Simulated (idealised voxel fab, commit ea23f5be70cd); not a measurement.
Proc. module: voxel transistor to metal
cross-section cut | 280 nm wide | cells 5 nm
Cross-section format: a grid of square cells, given as bands from top to bottom; each band is one or more rows of cells.
What a band's entry tells you: where the top is and where the bottom is, as heights in nm, and after that what lies inside, material by material from left to right, each with its width in nm. Empty space is written as the word "air", and a single material marked with the word "edge to edge" occupies the band from edge to edge.
Below 0: as-received wafer, all one material; heights counted from there. Lowest band: no bottom, goes on down, written "0 down".
A width such as "30..40" changes by the same amount from each row of cells to the next, from the band's top row to its bottom row.
The designation "nothing got changed", where it is given for a processing step, indicates that no cell of the cross-section was altered in the course of that step.
The entry "Closed-off voids" lists the empty spaces that cover at least 8 cells and have no open path to the top. Each is written as width x height at distance, where the distance is measured from the left edge and all three values are in nm.
On a step's line, text after the settings is the simulator commenting on that step.
If you see "overlay nm" on a step's line and that step has a mask, it's telling you how far right of where it was planned the mask ended up; a negative number means it went left instead.
Read each pair as before and after one process step. The after cross-section shows only down to the lowest band that changed. The step between them and its settings are given below the pair. Pairs can come from different runs of this module on the same starting wafer. A pair continues from the pair above only where its "Pre-step view" entry says so.
Pre-step view
0 down  Si edge to edge
Closed-off voids: none
Sectional View, Post-Process
0 to -5  SiO2 edge to edge
No changes below -5.
Closed-off voids: none
The step occurring between the two cross-sections depicted above is identified as OXIDIZE [depth nm 5]
Pre-step view: after-step cross-section of the pair just above applies.
Sectional View, Post-Process
15 to 0  SiN edge to edge
No changes below 0.
Closed-off voids: none
The step occurring between the two cross-sections depicted above is identified as CONFORMAL_DEP [material SiN] [thk nm 15]
Pre-step view: after-step cross-section of the pair just above applies.
Sectional View, Post-Process
15 to 0  air 20 nm | SiN 105 nm | air 30 nm | SiN 105 nm | air 20 nm
No changes below 0.
Closed-off voids: none
The step occurring between the two cross-sections depicted above is identified as MASKED_ETCH [tone cover] [mask id ACTIVE] [width nm 105] [pitch nm 135] [etch materials SiN] [depth nm 15] [overlay nm 0]
Pre-step view: after-step cross-section of the pair just above applies.
Sectional View, Post-Process
15 to 0  air 20 nm | SiN 105 nm | air 30 nm | SiN 105 nm | air 20 nm
0 to -5  air 20 nm | SiO2 105 nm | air 30 nm | SiO2 105 nm | air 20 nm
No changes below -5.
Closed-off voids: none
The step occurring between the two cross-sections depicted above is identified as MASKED_ETCH [tone cover] [mask id ACTIVE] [width nm 105] [pitch nm 135] [etch materials SiO2] [depth nm 5] [overlay nm 0]
Pre-step view: after-step cross-section of the pair just above applies.
Sectional View, Post-Process
15 to 0  air 20 nm | SiN 105 nm | air 30 nm | SiN 105 nm | air 20 nm
0 to -5  air 20 nm | SiO2 105 nm | air 30 nm | SiO2 105 nm | air 20 nm
-5 to -25  air 20 nm | Si 105 nm | air 30 nm | Si 105 nm | air 20 nm
No changes below -25.
Closed-off voids: none
The step occurring between the two cross-sections depicted above is identified as MASKED_ETCH [tone cover] [mask id ACTIVE] [width nm 105] [pitch nm 135] [etch materials Si] [depth nm 20] [overlay nm 0]
Pre-step view: after-step cross-section of the pair just above applies.
Sectional View, Post-Process
15 to 0  air 20 nm | SiN 105 nm | air 30 nm | SiN 105 nm | air 20 nm
0 to -5  air 20 nm | SiO2 105 nm | air 30 nm | SiO2 105 nm | air 20 nm
-5 to -25  air 20 nm | SiO2 5 nm | Si 95 nm | SiO2 5 nm | air 30 nm | SiO2 5 nm | Si 95 nm | SiO2 5 nm | air 20 nm
-25 to -30  SiO2 25 nm | Si 95 nm | SiO2 40 nm | Si 95 nm | SiO2 25 nm
No changes below -30.
Closed-off voids: none
The step occurring between the two cross-sections depicted above is identified as OXIDIZE [depth nm 5]
Pre-step view: after-step cross-section of the pair just above applies.
Sectional View, Post-Process
30 to 15  SiO2 edge to edge
15 to 0  SiO2 20 nm | SiN 105 nm | SiO2 30 nm | SiN 105 nm | SiO2 20 nm
0 to -5  SiO2 edge to edge
-5 to -30  SiO2 25 nm | Si 95 nm | SiO2 40 nm | Si 95 nm | SiO2 25 nm
No changes below -30.
Closed-off voids: none
The step occurring between the two cross-sections depicted above is identified as FILL_DEP [material SiO2] [thk nm 15]
Pre-step view: after-step cross-section of the pair just above applies.
Sectional View, Post-Process
15 to 0  SiO2 20 nm | SiN 105 nm | SiO2 30 nm | SiN 105 nm | SiO2 20 nm
No changes below 0.
Closed-off voids: none
The step occurring between the two cross-sections depicted above is identified as CMP [height nm 15]
Pre-step view: after-step cross-section of the pair just above applies.
Sectional View, Post-Process
15 to 0  air 20 nm | SiN 105 nm | air 30 nm | SiN 105 nm | air 20 nm
No changes below 0.
Closed-off voids: none
The step occurring between the two cross-sections depicted above is identified as SELECTIVE_ETCH [etch materials SiO2] [depth nm 15]
Pre-step view: after-step cross-section of the pair just above applies.
Sectional View, Post-Process
0 to -5  SiO2 edge to edge
No changes below -5.
Closed-off voids: none
The step occurring between the two cross-sections depicted above is identified as STRIP [etch materials SiN]
Pre-step view: after-step cross-section of the pair just above applies.
Sectional View, Post-Process
-5 to -30  SiO2 25 nm | Si 95 nm | SiO2 40 nm | Si 95 nm | SiO2 25 nm
No changes below -30.
Closed-off voids: none
The step occurring between the two cross-sections depicted above is identified as SELECTIVE_ETCH [etch materials SiO2] [depth nm 5]
Pre-step view: after-step cross-section of the pair just above applies.
Sectional View, Post-Process
-5 to -10  SiO2 edge to edge
No changes below -10.
Closed-off voids: none
The step occurring between the two cross-sections depicted above is identified as OXIDIZE [depth nm 5]
Pre-step view: after-step cross-section of the pair just above applies.
Sectional View, Post-Process
15 to -5  polySi edge to edge
No changes below -5.
Closed-off voids: none
The step occurring between the two cross-sections depicted above is identified as DIRECTIONAL_DEP [material polySi] [thk nm 20]
Pre-step view: after-step cross-section of the pair just above applies.
Sectional View, Post-Process
30 to 15  SiCN edge to edge
No changes below 15.
Closed-off voids: none
The step occurring between the two cross-sections depicted above is identified as DIRECTIONAL_DEP [material SiCN] [thk nm 15]
Pre-step view: after-step cross-section of the pair just above applies.
Sectional View, Post-Process
45 to 30  air 60 nm | resist 25 nm | air 110 nm | resist 25 nm | air 60 nm
No changes below 30.
Closed-off voids: none
The step occurring between the two cross-sections depicted above is identified as PATTERN [tone cover] [mask id GATE] [material resist] [width nm 25] [pitch nm 135] [thk nm 15] [overlay nm 0]
Pre-step view: after-step cross-section of the pair just above applies.
Sectional View, Post-Process
45 to 30  air 60 nm | resist 25 nm | air 110 nm | resist 25 nm | air 60 nm
30 to 15  air 60 nm | SiCN 25 nm | air 110 nm | SiCN 25 nm | air 60 nm
No changes below 15.
Closed-off voids: none
The step occurring between the two cross-sections depicted above is identified as DIRECTIONAL_ETCH [etch materials SiCN] [depth nm 25]
Pre-step view: after-step cross-section of the pair just above applies.
Sectional View, Post-Process
45 to 30  air 60 nm | resist 25 nm | air 110 nm | resist 25 nm | air 60 nm
30 to 15  air 60 nm | SiCN 25 nm | air 110 nm | SiCN 25 nm | air 60 nm
15 to -5  air 60 nm | polySi 25 nm | air 110 nm | polySi 25 nm | air 60 nm
No changes below -5.
Closed-off voids: none
The step occurring between the two cross-sections depicted above is identified as DIRECTIONAL_ETCH [etch materials polySi] [depth nm 30]
Pre-step view: after-step cross-section of the pair just above applies.
Sectional View, Post-Process
30 to 15  air 60 nm | SiCN 25 nm | air 110 nm | SiCN 25 nm | air 60 nm
No changes below 15.
Closed-off voids: none
The step occurring between the two cross-sections depicted above is identified as STRIP [etch materials resist]
Pre-step view: after-step cross-section of the pair just above applies.
Sectional View, Post-Process
35 to 30  air 55 nm | SiO2 35 nm | air 100 nm | SiO2 35 nm | air 55 nm
30 to 15  air 55 nm | SiO2 5 nm | SiCN 25 nm | SiO2 5 nm | air 100 nm | SiO2 5 nm | SiCN 25 nm | SiO2 5 nm | air 55 nm
15 to 0  air 55 nm | SiO2 5 nm | polySi 25 nm | SiO2 5 nm | air 100 nm | SiO2 5 nm | polySi 25 nm | SiO2 5 nm | air 55 nm
0 to -5  SiO2 60 nm | polySi 25 nm | SiO2 110 nm | polySi 25 nm | SiO2 60 nm
No changes below -5.
Closed-off voids: none
The step occurring between the two cross-sections depicted above is identified as CONFORMAL_DEP [material SiO2] [thk nm 5]
Pre-step view: after-step cross-section of the pair just above applies.
Sectional View, Post-Process
30 to 15  air 55 nm | SiO2 5 nm | SiCN 25 nm | SiO2 5 nm | air 100 nm | SiO2 5 nm | SiCN 25 nm | SiO2 5 nm | air 55 nm
15 to -5  air 55 nm | SiO2 5 nm | polySi 25 nm | SiO2 5 nm | air 100 nm | SiO2 5 nm | polySi 25 nm | SiO2 5 nm | air 55 nm
No changes below -5.
Closed-off voids: none
The step occurring between the two cross-sections depicted above is identified as DIRECTIONAL_ETCH [etch materials SiO2] [depth nm 5]
Pre-step view: after-step cross-section of the pair just above applies.
Sectional View, Post-Process
35 to 30  air 50 nm | SiN 45 nm | air 90 nm | SiN 45 nm | air 50 nm
30 to 15  air 50 nm | SiN 5 nm | SiO2 5 nm | SiCN 25 nm | SiO2 5 nm | SiN 5 nm | air 90 nm | SiN 5 nm | SiO2 5 nm | SiCN 25 nm | SiO2 5 nm | SiN 5 nm | air 50 nm
15 to 0  air 50 nm | SiN 5 nm | SiO2 5 nm | polySi 25 nm | SiO2 5 nm | SiN 5 nm | air 90 nm | SiN 5 nm | SiO2 5 nm | polySi 25 nm | SiO2 5 nm | SiN 5 nm | air 50 nm
0 to -5  SiN 55 nm | SiO2 5 nm | polySi 25 nm | SiO2 5 nm | SiN 100 nm | SiO2 5 nm | polySi 25 nm | SiO2 5 nm | SiN 55 nm
No changes below -5.
Closed-off voids: none
The step occurring between the two cross-sections depicted above is identified as CONFORMAL_DEP [material SiN] [thk nm 5]
Pre-step view: after-step cross-section of the pair just above applies.
Sectional View, Post-Process
30 to 15  air 50 nm | SiN 5 nm | SiO2 5 nm | SiCN 25 nm | SiO2 5 nm | SiN 5 nm | air 90 nm | SiN 5 nm | SiO2 5 nm | SiCN 25 nm | SiO2 5 nm | SiN 5 nm | air 50 nm
15 to -5  air 50 nm | SiN 5 nm | SiO2 5 nm | polySi 25 nm | SiO2 5 nm | SiN 5 nm | air 90 nm | SiN 5 nm | SiO2 5 nm | polySi 25 nm | SiO2 5 nm | SiN 5 nm | air 50 nm
No changes below -5.
Closed-off voids: none
The step occurring between the two cross-sections depicted above is identified as DIRECTIONAL_ETCH [etch materials SiN] [depth nm 5]
Pre-step view: after-step cross-section of the pair just above applies.
Sectional View, Post-Process
30 to 25  air 50 nm | SiN 5 nm | air 5 nm | SiCN 25 nm | air 5 nm | SiN 5 nm | air 90 nm | SiN 5 nm | air 5 nm | SiCN 25 nm | air 5 nm | SiN 5 nm | air 50 nm
25 to 15  air 50 nm | SiN 5 nm | SiO2 5 nm | SiCN 25 nm | SiO2 5 nm | SiN 5 nm | air 90 nm | SiN 5 nm | SiO2 5 nm | SiCN 25 nm | SiO2 5 nm | SiN 5 nm | air 50 nm
15 to -5  air 50 nm | SiN 5 nm | SiO2 5 nm | polySi 25 nm | SiO2 5 nm | SiN 5 nm | air 90 nm | SiN 5 nm | SiO2 5 nm | polySi 25 nm | SiO2 5 nm | SiN 5 nm | air 50 nm
-5 to -10  air 50 nm | SiO2 45 nm | air 90 nm | SiO2 45 nm | air 50 nm
No changes below -10.
Closed-off voids: none
The step occurring between the two cross-sections depicted above is identified as DIRECTIONAL_ETCH [etch materials SiO2] [depth nm 5]
Pre-step view: after-step cross-section of the pair just above applies.
Sectional View, Post-Process
30 to 25  air 50 nm | SiN 5 nm | air 5 nm | SiCN 25 nm | air 5 nm | SiN 5 nm | air 90 nm | SiN 5 nm | air 5 nm | SiCN 25 nm | air 5 nm | SiN 5 nm | air 50 nm
25 to 15  air 50 nm | SiN 5 nm | SiO2 5 nm | SiCN 25 nm | SiO2 5 nm | SiN 5 nm | air 90 nm | SiN 5 nm | SiO2 5 nm | SiCN 25 nm | SiO2 5 nm | SiN 5 nm | air 50 nm
15 to -5  air 50 nm | SiN 5 nm | SiO2 5 nm | polySi 25 nm | SiO2 5 nm | SiN 5 nm | air 90 nm | SiN 5 nm | SiO2 5 nm | polySi 25 nm | SiO2 5 nm | SiN 5 nm | air 50 nm
-5 to -10  air 50 nm | SiO2 45 nm | air 90 nm | SiO2 45 nm | air 50 nm
-10 to -15  SiO2 25 nm | air 25 nm | Si 45 nm | air 25 nm | SiO2 40 nm | air 25 nm | Si 45 nm | air 25 nm | SiO2 25 nm
No changes below -15.
Closed-off voids: none
The step occurring between the two cross-sections depicted above is identified as DIRECTIONAL_ETCH [etch materials Si] [depth nm 5]
Pre-step view: after-step cross-section of the pair just above applies.
Sectional View, Post-Process
30 to 25  air 50 nm | SiN 5 nm | air 5 nm | SiCN 25 nm | air 5 nm | SiN 5 nm | air 90 nm | SiN 5 nm | air 5 nm | SiCN 25 nm | air 5 nm | SiN 5 nm | air 50 nm
25 to 15  air 50 nm | SiN 5 nm | SiO2 5 nm | SiCN 25 nm | SiO2 5 nm | SiN 5 nm | air 90 nm | SiN 5 nm | SiO2 5 nm | SiCN 25 nm | SiO2 5 nm | SiN 5 nm | air 50 nm
15 to 0  air 50 nm | SiN 5 nm | SiO2 5 nm | polySi 25 nm | SiO2 5 nm | SiN 5 nm | air 90 nm | SiN 5 nm | SiO2 5 nm | polySi 25 nm | SiO2 5 nm | SiN 5 nm | air 50 nm
0 to -5  air 40 nm | nSi 10 nm | SiN 5 nm | SiO2 5 nm | polySi 25 nm | SiO2 5 nm | SiN 5 nm | nSi 10 nm | air 70 nm | nSi 10 nm | SiN 5 nm | SiO2 5 nm | polySi 25 nm | SiO2 5 nm | SiN 5 nm | nSi 10 nm | air 40 nm
-5 to -10  air 20 nm | nSi 30 nm | SiO2 45 nm | nSi 30 nm | air 30 nm | nSi 30 nm | SiO2 45 nm | nSi 30 nm | air 20 nm
-10 to -15  SiO2 25 nm | nSi 25 nm | Si 45 nm | nSi 25 nm | SiO2 40 nm | nSi 25 nm | Si 45 nm | nSi 25 nm | SiO2 25 nm
No changes below -15.
Closed-off voids: none
The step occurring between the two cross-sections depicted above is identified as EPI [material nSi] [thk nm 10]
Pre-step view: after-step cross-section of the pair just above applies.
Sectional View, Post-Process
40 to 30  SiO2 edge to edge
30 to 15  SiO2 50 nm | SiN 5 nm | SiO2 5 nm | SiCN 25 nm | SiO2 5 nm | SiN 5 nm | SiO2 90 nm | SiN 5 nm | SiO2 5 nm | SiCN 25 nm | SiO2 5 nm | SiN 5 nm | SiO2 50 nm
15 to 0  SiO2 50 nm | SiN 5 nm | SiO2 5 nm | polySi 25 nm | SiO2 5 nm | SiN 5 nm | SiO2 90 nm | SiN 5 nm | SiO2 5 nm | polySi 25 nm | SiO2 5 nm | SiN 5 nm | SiO2 50 nm
0 to -5  SiO2 40 nm | nSi 10 nm | SiN 5 nm | SiO2 5 nm | polySi 25 nm | SiO2 5 nm | SiN 5 nm | nSi 10 nm | SiO2 70 nm | nSi 10 nm | SiN 5 nm | SiO2 5 nm | polySi 25 nm | SiO2 5 nm | SiN 5 nm | nSi 10 nm | SiO2 40 nm
-5 to -10  SiO2 20 nm | nSi 30 nm | SiO2 45 nm | nSi 30 nm | SiO2 30 nm | nSi 30 nm | SiO2 45 nm | nSi 30 nm | SiO2 20 nm
No changes below -10.
Closed-off voids: none
The step occurring between the two cross-sections depicted above is identified as FILL_DEP [material SiO2] [thk nm 10]
Pre-step view: after-step cross-section of the pair just above applies.
Sectional View, Post-Process
15 to 0  SiO2 50 nm | SiN 5 nm | SiO2 5 nm | polySi 25 nm | SiO2 5 nm | SiN 5 nm | SiO2 90 nm | SiN 5 nm | SiO2 5 nm | polySi 25 nm | SiO2 5 nm | SiN 5 nm | SiO2 50 nm
No changes below 0.
Closed-off voids: none
The step occurring between the two cross-sections depicted above is identified as CMP [height nm 15]
Pre-step view: after-step cross-section of the pair just above applies.
Sectional View, Post-Process
15 to 0  SiO2 50 nm | SiN 5 nm | SiO2 5 nm | air 25 nm | SiO2 5 nm | SiN 5 nm | SiO2 90 nm | SiN 5 nm | SiO2 5 nm | air 25 nm | SiO2 5 nm | SiN 5 nm | SiO2 50 nm
0 to -5  SiO2 40 nm | nSi 10 nm | SiN 5 nm | SiO2 5 nm | air 25 nm | SiO2 5 nm | SiN 5 nm | nSi 10 nm | SiO2 70 nm | nSi 10 nm | SiN 5 nm | SiO2 5 nm | air 25 nm | SiO2 5 nm | SiN 5 nm | nSi 10 nm | SiO2 40 nm
No changes below -5.
Closed-off voids: none
The step occurring between the two cross-sections depicted above is identified as STRIP [etch materials polySi]
Pre-step view: after-step cross-section of the pair just above applies.
Sectional View, Post-Process
15 to 10  air 50 nm | SiN 5 nm | air 35 nm | SiN 5 nm | air 90 nm | SiN 5 nm | air 35 nm | SiN 5 nm | air 50 nm
10 to 0  SiO2 50 nm | SiN 5 nm | air 35 nm | SiN 5 nm | SiO2 90 nm | SiN 5 nm | air 35 nm | SiN 5 nm | SiO2 50 nm
0 to -5  SiO2 40 nm | nSi 10 nm | SiN 5 nm | air 35 nm | SiN 5 nm | nSi 10 nm | SiO2 70 nm | nSi 10 nm | SiN 5 nm | air 35 nm | SiN 5 nm | nSi 10 nm | SiO2 40 nm
-5 to -10  SiO2 20 nm | nSi 30 nm | SiO2 5 nm | air 35 nm | SiO2 5 nm | nSi 30 nm | SiO2 30 nm | nSi 30 nm | SiO2 5 nm | air 35 nm | SiO2 5 nm | nSi 30 nm | SiO2 20 nm
No changes below -10.
Closed-off voids: none
The step occurring between the two cross-sections depicted above is identified as SELECTIVE_ETCH [etch materials SiO2] [depth nm 5]
Pre-step view: after-step cross-section of the pair just above applies.
Sectional View, Post-Process
20 to 15  air 45 nm | HfO2 15 nm | air 25 nm | HfO2 15 nm | air 80 nm | HfO2 15 nm | air 25 nm | HfO2 15 nm | air 45 nm
15 to 10  HfO2 50 nm | SiN 5 nm | HfO2 5 nm | air 25 nm | HfO2 5 nm | SiN 5 nm | HfO2 90 nm | SiN 5 nm | HfO2 5 nm | air 25 nm | HfO2 5 nm | SiN 5 nm | HfO2 50 nm
10 to 0  SiO2 50 nm | SiN 5 nm | HfO2 5 nm | air 25 nm | HfO2 5 nm | SiN 5 nm | SiO2 90 nm | SiN 5 nm | HfO2 5 nm | air 25 nm | HfO2 5 nm | SiN 5 nm | SiO2 50 nm
0 to -5  SiO2 40 nm | nSi 10 nm | SiN 5 nm | HfO2 5 nm | air 25 nm | HfO2 5 nm | SiN 5 nm | nSi 10 nm | SiO2 70 nm | nSi 10 nm | SiN 5 nm | HfO2 5 nm | air 25 nm | HfO2 5 nm | SiN 5 nm | nSi 10 nm | SiO2 40 nm
-5 to -10  SiO2 20 nm | nSi 30 nm | SiO2 5 nm | HfO2 35 nm | SiO2 5 nm | nSi 30 nm | SiO2 30 nm | nSi 30 nm | SiO2 5 nm | HfO2 35 nm | SiO2 5 nm | nSi 30 nm | SiO2 20 nm
No changes below -10.
Closed-off voids: none
The step occurring between the two cross-sections depicted above is identified as CONFORMAL_DEP [material HfO2] [thk nm 5]
Pre-step view: after-step cross-section of the pair just above applies.
Sectional View, Post-Process
25 to 20  air 40 nm | TiN 25 nm | air 15 nm | TiN 25 nm | air 70 nm | TiN 25 nm | air 15 nm | TiN 25 nm | air 40 nm
20 to 15  TiN 45 nm | HfO2 15 nm | TiN 5 nm | air 15 nm | TiN 5 nm | HfO2 15 nm | TiN 80 nm | HfO2 15 nm | TiN 5 nm | air 15 nm | TiN 5 nm | HfO2 15 nm | TiN 45 nm
15 to 10  HfO2 50 nm | SiN 5 nm | HfO2 5 nm | TiN 5 nm | air 15 nm | TiN 5 nm | HfO2 5 nm | SiN 5 nm | HfO2 90 nm | SiN 5 nm | HfO2 5 nm | TiN 5 nm | air 15 nm | TiN 5 nm | HfO2 5 nm | SiN 5 nm | HfO2 50 nm
10 to 0  SiO2 50 nm | SiN 5 nm | HfO2 5 nm | TiN 5 nm | air 15 nm | TiN 5 nm | HfO2 5 nm | SiN 5 nm | SiO2 90 nm | SiN 5 nm | HfO2 5 nm | TiN 5 nm | air 15 nm | TiN 5 nm | HfO2 5 nm | SiN 5 nm | SiO2 50 nm
0 to -5  SiO2 40 nm | nSi 10 nm | SiN 5 nm | HfO2 5 nm | TiN 25 nm | HfO2 5 nm | SiN 5 nm | nSi 10 nm | SiO2 70 nm | nSi 10 nm | SiN 5 nm | HfO2 5 nm | TiN 25 nm | HfO2 5 nm | SiN 5 nm | nSi 10 nm | SiO2 40 nm
No changes below -5.
Closed-off voids: none
The step occurring between the two cross-sections depicted above is identified as CONFORMAL_DEP [material TiN] [thk nm 5]
Pre-step view: after-step cross-section of the pair just above applies.
Sectional View, Post-Process
30 to 25  W edge to edge
25 to 20  W 40 nm | TiN 25 nm | W 15 nm | TiN 25 nm | W 70 nm | TiN 25 nm | W 15 nm | TiN 25 nm | W 40 nm
20 to 15  TiN 45 nm | HfO2 15 nm | TiN 5 nm | W 15 nm | TiN 5 nm | HfO2 15 nm | TiN 80 nm | HfO2 15 nm | TiN 5 nm | W 15 nm | TiN 5 nm | HfO2 15 nm | TiN 45 nm
15 to 10  HfO2 50 nm | SiN 5 nm | HfO2 5 nm | TiN 5 nm | W 15 nm | TiN 5 nm | HfO2 5 nm | SiN 5 nm | HfO2 90 nm | SiN 5 nm | HfO2 5 nm | TiN 5 nm | W 15 nm | TiN 5 nm | HfO2 5 nm | SiN 5 nm | HfO2 50 nm
10 to 0  SiO2 50 nm | SiN 5 nm | HfO2 5 nm | TiN 5 nm | W 15 nm | TiN 5 nm | HfO2 5 nm | SiN 5 nm | SiO2 90 nm | SiN 5 nm | HfO2 5 nm | TiN 5 nm | W 15 nm | TiN 5 nm | HfO2 5 nm | SiN 5 nm | SiO2 50 nm
No changes below 0.
Closed-off voids: none
The step occurring between the two cross-sections depicted above is identified as FILL_DEP [material W] [thk nm 5]
Pre-step view: after-step cross-section of the pair just above applies.
Sectional View, Post-Process
10 to 0  SiO2 50 nm | SiN 5 nm | HfO2 5 nm | TiN 5 nm | W 15 nm | TiN 5 nm | HfO2 5 nm | SiN 5 nm | SiO2 90 nm | SiN 5 nm | HfO2 5 nm | TiN 5 nm | W 15 nm | TiN 5 nm | HfO2 5 nm | SiN 5 nm | SiO2 50 nm
No changes below 0.
Closed-off voids: none
The step occurring between the two cross-sections depicted above is identified as CMP [height nm 10]
Pre-step view: after-step cross-section of the pair just above applies.
Sectional View, Post-Process
20 to 10  SiO2 edge to edge
No changes below 10.
Closed-off voids: none
The step occurring between the two cross-sections depicted above is identified as DIRECTIONAL_DEP [material SiO2] [thk nm 10]
Pre-step view: after-step cross-section of the pair just above applies.
Sectional View, Post-Process
30 to 20  aC edge to edge
No changes below 20.
Closed-off voids: none
The step occurring between the two cross-sections depicted above is identified as DIRECTIONAL_DEP [material aC] [thk nm 10]
Pre-step view: after-step cross-section of the pair just above applies.
Sectional View, Post-Process
60 to 30  resist 25 nm | air 20 nm | resist 55 nm | air 20 nm | resist 40 nm | air 20 nm | resist 55 nm | air 20 nm | resist 25 nm
No changes below 30.
Closed-off voids: none
The step occurring between the two cross-sections depicted above is identified as PATTERN [tone open] [mask id CONTACT] [material resist] [width nm 20] [thk nm 30] [overlay nm 0]
Pre-step view: after-step cross-section of the pair just above applies.
Sectional View, Post-Process
50 to 30  resist 25 nm | air 20 nm | resist 55 nm | air 20 nm | resist 40 nm | air 20 nm | resist 55 nm | air 20 nm | resist 25 nm
30 to 20  aC 25 nm | air 20 nm | aC 55 nm | air 20 nm | aC 40 nm | air 20 nm | aC 55 nm | air 20 nm | aC 25 nm
No changes below 20.
Closed-off voids: none
The step occurring between the two cross-sections depicted above is identified as DIRECTIONAL_ETCH [etch materials aC] [depth nm 10]
Pre-step view: after-step cross-section of the pair just above applies.
Sectional View, Post-Process
30 to 20  aC 25 nm | air 20 nm | aC 55 nm | air 20 nm | aC 40 nm | air 20 nm | aC 55 nm | air 20 nm | aC 25 nm
No changes below 20.
Closed-off voids: none
The step occurring between the two cross-sections depicted above is identified as STRIP [etch materials resist]
Pre-step view: after-step cross-section of the pair just above applies.
Sectional View, Post-Process
30 to 20  aC 25 nm | air 20 nm | aC 55 nm | air 20 nm | aC 40 nm | air 20 nm | aC 55 nm | air 20 nm | aC 25 nm
20 to 10  SiO2 25 nm | air 20 nm | SiO2 55 nm | air 20 nm | SiO2 40 nm | air 20 nm | SiO2 55 nm | air 20 nm | SiO2 25 nm
10 to 0  SiO2 25 nm | air 20 nm | SiO2 5 nm | SiN 5 nm | HfO2 5 nm | TiN 5 nm | W 15 nm | TiN 5 nm | HfO2 5 nm | SiN 5 nm | SiO2 5 nm | air 20 nm | SiO2 40 nm | air 20 nm | SiO2 5 nm | SiN 5 nm | HfO2 5 nm | TiN 5 nm | W 15 nm | TiN 5 nm | HfO2 5 nm | SiN 5 nm | SiO2 5 nm | air 20 nm | SiO2 25 nm
0 to -5  SiO2 25 nm | air 15 nm | nSi 10 nm | SiN 5 nm | HfO2 5 nm | TiN 25 nm | HfO2 5 nm | SiN 5 nm | nSi 10 nm | air 15 nm | SiO2 40 nm | air 15 nm | nSi 10 nm | SiN 5 nm | HfO2 5 nm | TiN 25 nm | HfO2 5 nm | SiN 5 nm | nSi 10 nm | air 15 nm | SiO2 25 nm
No changes below -5.
Closed-off voids: none
The step occurring between the two cross-sections depicted above is identified as DIRECTIONAL_ETCH [etch materials SiO2] [depth nm 25]
Pre-step view: after-step cross-section of the pair just above applies.
Sectional View, Post-Process
20 to 10  SiO2 25 nm | air 20 nm | SiO2 55 nm | air 20 nm | SiO2 40 nm | air 20 nm | SiO2 55 nm | air 20 nm | SiO2 25 nm
No changes below 10.
Closed-off voids: none
The step occurring between the two cross-sections depicted above is identified as STRIP [etch materials aC]
Pre-step view: after-step cross-section of the pair just above applies.
Sectional View, Post-Process
25 to 20  TiN 30 nm | air 10 nm | TiN 65 nm | air 10 nm | TiN 50 nm | air 10 nm | TiN 65 nm | air 10 nm | TiN 30 nm
20 to 10  SiO2 25 nm | TiN 5 nm | air 10 nm | TiN 5 nm | SiO2 55 nm | TiN 5 nm | air 10 nm | TiN 5 nm | SiO2 40 nm | TiN 5 nm | air 10 nm | TiN 5 nm | SiO2 55 nm | TiN 5 nm | air 10 nm | TiN 5 nm | SiO2 25 nm
10 to 0  SiO2 25 nm | TiN 5 nm | air 10..5 nm | TiN 5..10 nm | SiO2 5 nm | SiN 5 nm | HfO2 5 nm | TiN 5 nm | W 15 nm | TiN 5 nm | HfO2 5 nm | SiN 5 nm | SiO2 5 nm | TiN 5..10 nm | air 10..5 nm | TiN 5 nm | SiO2 40 nm | TiN 5 nm | air 10..5 nm | TiN 5..10 nm | SiO2 5 nm | SiN 5 nm | HfO2 5 nm | TiN 5 nm | W 15 nm | TiN 5 nm | HfO2 5 nm | SiN 5 nm | SiO2 5 nm | TiN 5..10 nm | air 10..5 nm | TiN 5 nm | SiO2 25 nm
0 to -5  SiO2 25 nm | TiN 15 nm | nSi 10 nm | SiN 5 nm | HfO2 5 nm | TiN 25 nm | HfO2 5 nm | SiN 5 nm | nSi 10 nm | TiN 15 nm | SiO2 40 nm | TiN 15 nm | nSi 10 nm | SiN 5 nm | HfO2 5 nm | TiN 25 nm | HfO2 5 nm | SiN 5 nm | nSi 10 nm | TiN 15 nm | SiO2 25 nm
No changes below -5.
Closed-off voids: none
The step occurring between the two cross-sections depicted above is identified as CONFORMAL_DEP [material TiN] [thk nm 5]
Pre-step view: after-step cross-section of the pair just above applies.
Sectional View, Post-Process
35 to 25  W edge to edge
25 to 20  TiN 30 nm | W 10 nm | TiN 65 nm | W 10 nm | TiN 50 nm | W 10 nm | TiN 65 nm | W 10 nm | TiN 30 nm
20 to 10  SiO2 25 nm | TiN 5 nm | W 10 nm | TiN 5 nm | SiO2 55 nm | TiN 5 nm | W 10 nm | TiN 5 nm | SiO2 40 nm | TiN 5 nm | W 10 nm | TiN 5 nm | SiO2 55 nm | TiN 5 nm | W 10 nm | TiN 5 nm | SiO2 25 nm
10 to 0  SiO2 25 nm | TiN 5 nm | W 10..5 nm | TiN 5..10 nm | SiO2 5 nm | SiN 5 nm | HfO2 5 nm | TiN 5 nm | W 15 nm | TiN 5 nm | HfO2 5 nm | SiN 5 nm | SiO2 5 nm | TiN 5..10 nm | W 10..5 nm | TiN 5 nm | SiO2 40 nm | TiN 5 nm | W 10..5 nm | TiN 5..10 nm | SiO2 5 nm | SiN 5 nm | HfO2 5 nm | TiN 5 nm | W 15 nm | TiN 5 nm | HfO2 5 nm | SiN 5 nm | SiO2 5 nm | TiN 5..10 nm | W 10..5 nm | TiN 5 nm | SiO2 25 nm
No changes below 0.
Closed-off voids: none
The step occurring between the two cross-sections depicted above is identified as FILL_DEP [material W] [thk nm 10]
Pre-step view: after-step cross-section of the pair just above applies.
Sectional View, Post-Process
20 to 10  SiO2 25 nm | TiN 5 nm | W 10 nm | TiN 5 nm | SiO2 55 nm | TiN 5 nm | W 10 nm | TiN 5 nm | SiO2 40 nm | TiN 5 nm | W 10 nm | TiN 5 nm | SiO2 55 nm | TiN 5 nm | W 10 nm | TiN 5 nm | SiO2 25 nm
No changes below 10.
Closed-off voids: none
The step occurring between the two cross-sections depicted above is identified as CMP [height nm 20]
Pre-step view: after-step cross-section of the pair just above applies.
Sectional View, Post-Process
25 to 20  TiN edge to edge
No changes below 20.
Closed-off voids: none
The step occurring between the two cross-sections depicted above is identified as DIRECTIONAL_DEP [material TiN] [thk nm 5]
Pre-step view: after-step cross-section of the pair just above applies.
Sectional View, Post-Process
45 to 25  Ru edge to edge
No changes below 25.
Closed-off voids: none
The step occurring between the two cross-sections depicted above is identified as DIRECTIONAL_DEP [material Ru] [thk nm 20]
Pre-step view: after-step cross-section of the pair just above applies.
Sectional View, Post-Process
65 to 45  air 25 nm | resist 20 nm | air 55 nm | resist 20 nm | air 40 nm | resist 20 nm | air 55 nm | resist 20 nm | air 25 nm
No changes below 45.
Closed-off voids: none
The step occurring between the two cross-sections depicted above is identified as PATTERN [tone cover] [mask id METAL_1] [material resist] [width nm 20] [thk nm 20] [overlay nm 0]
